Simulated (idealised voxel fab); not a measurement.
process module | voxel gate over fins
cross-section cut | 200 nm wide | cells 5 nm
A cross-section is a grid of square cells, given in bands from the top down. A band is one or more rows of cells.
Each band's line starts with the height of the band's top and of its bottom, in nm. Then come its materials from left to right, each with its width in nm. One material with "throughout" fills the band from edge to edge. "air" is empty space.
Height 0 is the level under which the wafer as received is all one material. The lowest band goes on downwards, as in "0 down".
A width such as "30 to 40" changes by the same amount from each row of cells to the next, from the band's top row to its bottom row.
"no change" after a step means that no cell of the cross-section changed.
closed voids: empty space of 8 cells or more with no open way to the top, each as width x height at its distance from the left edge, in nm
after a step's settings: what the simulator itself notes on the step
overlay nm, on a step with a mask: how far to the right of its planned place the mask lay; to the left if negative
plan
1 op RECEIVE | material Si
2 op CONFORMAL_DEP | material SiN | thk nm 10
3 op DIRECTIONAL_DEP | material aC | thk nm 15
4 op PATTERN | tone cover | mask id FINS | material resist | width nm 15 | pitch nm 40 | thk nm 35 | overlay nm 0
5 op DIRECTIONAL_ETCH | etch materials aC | depth nm 15
6 op STRIP | etch materials resist
7 op DIRECTIONAL_ETCH | etch materials SiN | depth nm 10
8 op DIRECTIONAL_ETCH | etch materials Si | depth nm 35
9 op STRIP | etch materials aC
10 op OXIDIZE | depth nm 5
11 op FILL_DEP | material SiO2 | thk nm 15
12 op CMP | height nm 10
13 op SELECTIVE_ETCH | etch materials SiO2 | depth nm 25
14 op STRIP | etch materials SiN
15 op CONFORMAL_DEP | material HfO2 | thk nm 5
16 op CONFORMAL_DEP | material TiN | thk nm 5
17 op CONFORMAL_DEP | material TiAl | thk nm 5
18 op CONFORMAL_DEP | material TiN | thk nm 5
19 op FILL_DEP | material W | thk nm 10
20 op CMP | height nm 25
21 op CONFORMAL_DEP | material SiCN | thk nm 5
as received, after step 1
  0 down: Si throughout
  closed voids: none
first wafer at the end, as planned
  30 to 25: SiCN throughout
  25 to 20: W throughout
  20 to 15: W 35 | TiN 125 | W 40
  15 to 10: W 35 | TiN 5 | TiAl 35 | TiN 5 | TiAl 35 | TiN 5 | TiAl 35 | TiN 5 | W 40
  10 to 5: W 35 | TiN 5 | TiAl 5 | TiN 25 | TiAl 5 | TiN 5 | TiAl 5 | TiN 25 | TiAl 5 | TiN 5 | TiAl 5 | TiN 25 | TiAl 5 | TiN 5 | W 40
  5 to 0: TiN 40 | TiAl 5 | TiN 5 | HfO2 15 | TiN 5 | TiAl 5 | TiN 5 | TiAl 5 | TiN 5 | HfO2 15 | TiN 5 | TiAl 5 | TiN 5 | TiAl 5 | TiN 5 | HfO2 15 | TiN 5 | TiAl 5 | TiN 45
  0 to -5: TiAl 45 | TiN 5 | HfO2 5 | Si 5 | HfO2 5 | TiN 5 | TiAl 15 | TiN 5 | HfO2 5 | Si 5 | HfO2 5 | TiN 5 | TiAl 15 | TiN 5 | HfO2 5 | Si 5 | HfO2 5 | TiN 5 | TiAl 50
  -5 to -10: TiN 50 | HfO2 5 | Si 5 | HfO2 5 | TiN 25 | HfO2 5 | Si 5 | HfO2 5 | TiN 25 | HfO2 5 | Si 5 | HfO2 5 | TiN 55
  -10 to -15: HfO2 55 | Si 5 | HfO2 35 | Si 5 | HfO2 35 | Si 5 | HfO2 60
  -15 to -40: SiO2 55 | Si 5 | SiO2 35 | Si 5 | SiO2 35 | Si 5 | SiO2 60
  -40 down: Si throughout
  closed voids: none
second wafer at the end: like start, like plan, one mistake
  30 to 25: SiCN throughout
  25 to 20: W throughout
  20 to 10: W 35 | TiN 125 | W 40
  10 to 5: W 35 | TiN 10 | TiAl 25 | TiN 15 | TiAl 25 | TiN 15 | TiAl 25 | TiN 10 | W 40
  5 to 0: TiN 45 | TiAl 5 | HfO2 15 | TiAl 5 | TiN 15 | TiAl 5 | HfO2 15 | TiAl 5 | TiN 15 | TiAl 5 | HfO2 15 | TiAl 5 | TiN 50
  0 to -5: TiN 45 | TiAl 5 | HfO2 5 | Si 5 | HfO2 5 | TiAl 5 | TiN 15 | TiAl 5 | HfO2 5 | Si 5 | HfO2 5 | TiAl 5 | TiN 15 | TiAl 5 | HfO2 5 | Si 5 | HfO2 5 | TiAl 5 | TiN 50
  -5 to -10: TiAl 50 | HfO2 5 | Si 5 | HfO2 5 | TiAl 25 | HfO2 5 | Si 5 | HfO2 5 | TiAl 25 | HfO2 5 | Si 5 | HfO2 5 | TiAl 55
  -10 to -15: HfO2 55 | Si 5 | HfO2 35 | Si 5 | HfO2 35 | Si 5 | HfO2 60
  -15 to -40: SiO2 55 | Si 5 | SiO2 35 | Si 5 | SiO2 35 | Si 5 | SiO2 60
  -40 down: Si throughout
  closed voids: none
what went wrong: steps 16 and 17 were swapped
at the end the second wafer has, in cells: as many of each material as the first, in other places
